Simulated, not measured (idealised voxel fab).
process module | voxel released beams
cross-section cut | 170 nm wide | cells 5 nm
A cross-section is a grid of square cells, given in bands from the top down. A band is one or more rows of cells.
Each band's line starts with the height of the band's top and of its bottom, in nm. Then come its materials from left to right, each with its width in nm. One material with "throughout" fills the band from edge to edge. "air" is empty space.
Height 0 is the level under which the wafer as received is all one material. The lowest band goes on downwards, as in "0 down".
A width such as "30 to 40" changes by the same amount from each row of cells to the next, from the band's top row to its bottom row.
"no change" after a step means that no cell of the cross-section changed.
closed voids: empty space of 8 cells or more with no open way to the top, each as width x height at its distance from the left edge, in nm
after a step's settings: what the simulator itself notes on the step
overlay nm, on a step with a mask: how far to the right of its planned place the mask lay; to the left if negative
plan
1 op RECEIVE | material Si
2 op CONFORMAL_DEP | material Al2O3 | thk nm 5
3 op DIRECTIONAL_DEP | material SiO2 | thk nm 20
4 op PATTERN | tone open | mask id ANCHOR | material resist | width nm 40 | thk nm 20 | overlay nm 0
5 op DIRECTIONAL_ETCH | etch materials SiO2 | depth nm 20
6 op STRIP | etch materials resist
7 op CONFORMAL_DEP | material SiN | thk nm 15
8 op MASKED_ETCH | tone cover | mask id BEAM | width nm 85 | etch materials SiN | depth nm 15 | overlay nm 0
9 op STRIP | etch materials SiO2
first wafer, as planned
as received, after step 1
  0 down: Si throughout
  closed voids: none
after step 2
  5 to 0: Al2O3 throughout
  below 0: unchanged
after step 3
  25 to 5: SiO2 throughout
  below 5: unchanged
after step 4
  45 to 25: resist 45 | air 40 | resist 85
  below 25: unchanged
after step 5
  45 to 25: resist 45 | air 40 | resist 85
  25 to 5: SiO2 45 | air 40 | SiO2 85
  below 5: unchanged
after step 6
  25 to 5: SiO2 45 | air 40 | SiO2 85
  below 5: unchanged
after step 7
  40 to 25: SiN 60 | air 10 | SiN 100
  25 to 20: SiO2 45 | SiN 15 | air 10 | SiN 15 | SiO2 85
  20 to 5: SiO2 45 | SiN 40 | SiO2 85
  below 5: unchanged
after step 8
  40 to 25: air 40 | SiN 20 | air 10 | SiN 55 | air 45
  below 25: unchanged
after step 9
  40 to 25: air 40 | SiN 20 | air 10 | SiN 55 | air 45
  25 to 20: air 45 | SiN 15 | air 10 | SiN 15 | air 85
  20 to 5: air 45 | SiN 40 | air 85
  below 5: unchanged
second wafer: like start, like plan, one mistake. Through step 7 it matches the first wafer
when step 8 should have ended
  40 to 25: air 45 | SiN 15 | air 10 | SiN 60 | air 40
  below 25: unchanged
when step 9 should have ended
  40 to 25: air 45 | SiN 15 | air 10 | SiN 60 | air 40
  25 to 20: air 45 | SiN 15 | air 10 | SiN 15 | air 85
  20 to 5: air 45 | SiN 40 | air 85
  below 5: unchanged
what went wrong: step 8 ran as: op MASKED_ETCH | tone cover | mask id BEAM | width nm 85 | etch materials SiN | depth nm 15 | overlay nm 5
at the end the second wafer has, in cells: as many of each material as the first, in other places
